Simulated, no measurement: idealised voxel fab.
process module | voxel self aligned vias
cross-section cut | 190 nm wide | cells 5 nm
A cross-section is a grid of square cells, given in bands from the top down. A band is one or more rows of cells.
Each band's line starts with the height of the band's top and of its bottom, in nm. Then come its materials from left to right, each with its width in nm. One material with "throughout" fills the band from edge to edge. "air" is empty space.
Height 0 is the level under which the wafer as received is all one material. The lowest band goes on downwards, as in "0 down".
A width such as "30 to 40" changes by the same amount from each row of cells to the next, from the band's top row to its bottom row.
"no change" after a step means that no cell of the cross-section changed.
closed voids: empty space of 8 cells or more with no open way to the top, each as width x height at its distance from the left edge, in nm
after a step's settings: what the simulator itself notes on the step
overlay nm, on a step with a mask: how far to the right of its planned place the mask lay; to the left if negative
plan
1 op RECEIVE | material Si
2 op CONFORMAL_DEP | material SiO2 | thk nm 15
3 op CONFORMAL_DEP | material SiCN | thk nm 5
4 op DIRECTIONAL_DEP | material lowk | thk nm 25
5 op PATTERN | tone open | mask id LINES | material resist | width nm 30 | pitch nm 60 | thk nm 20 | overlay nm 0
6 op DIRECTIONAL_ETCH | etch materials lowk | depth nm 25
7 op STRIP | etch materials resist
8 op CONFORMAL_DEP | material TiN | thk nm 5
9 op FILL_DEP | material Ru | thk nm 10
10 op CMP | height nm 45
11 op SELECTIVE_ETCH | etch materials W Ru TiN | depth nm 10
12 op FILL_DEP | material SiN | thk nm 5
13 op CMP | height nm 45
14 op DIRECTIONAL_DEP | material lowk | thk nm 20
15 op PATTERN | tone open | mask id VIAS | material resist | width nm 40 | pitch nm 60 | thk nm 20 | overlay nm 0
16 op DIRECTIONAL_ETCH | etch materials lowk | depth nm 20
17 op DIRECTIONAL_ETCH | etch materials SiN | depth nm 10
18 op STRIP | etch materials resist
19 op CONFORMAL_DEP | material TiN | thk nm 5
20 op FILL_DEP | material Cu | thk nm 10
21 op CMP | height nm 65
22 op CONFORMAL_DEP | material SiN | thk nm 5
as received, after step 1
  0 down: Si throughout
  closed voids: none
a wafer at the end: this start, this plan, one mistake
  70 to 65: SiN throughout
  65 to 50: lowk 15 | TiN 5 | Cu 30 | TiN 5 | lowk 20 | TiN 5 | Cu 30 | TiN 5 | lowk 20 | TiN 5 | Cu 30 | TiN 5 | lowk 15
  50 to 40: lowk 15 to 20 | TiN 10 to 5 | Cu 20 | TiN 10 to 5 | lowk 20 to 30 | TiN 10 to 5 | Cu 20 | TiN 10 to 5 | lowk 20 to 30 | TiN 10 to 5 | Cu 20 | TiN 10 to 5 | lowk 15 to 20
  40 to 35: lowk 20 | TiN 30 | lowk 30 | TiN 30 | lowk 30 | TiN 30 | lowk 20
  35 to 25: lowk 20 | TiN 5 | SiN 20 | TiN 5 | lowk 30 | TiN 5 | SiN 20 | TiN 5 | lowk 30 | TiN 5 | SiN 20 | TiN 5 | lowk 20
  25 to 20: lowk 20 | TiN 30 | lowk 30 | TiN 30 | lowk 30 | TiN 30 | lowk 20
  20 to 15: SiCN throughout
  15 to 0: SiO2 throughout
  0 down: Si throughout
  closed voids: none
what went wrong: step 9 ran as: op FILL_DEP | material SiN | thk nm 10
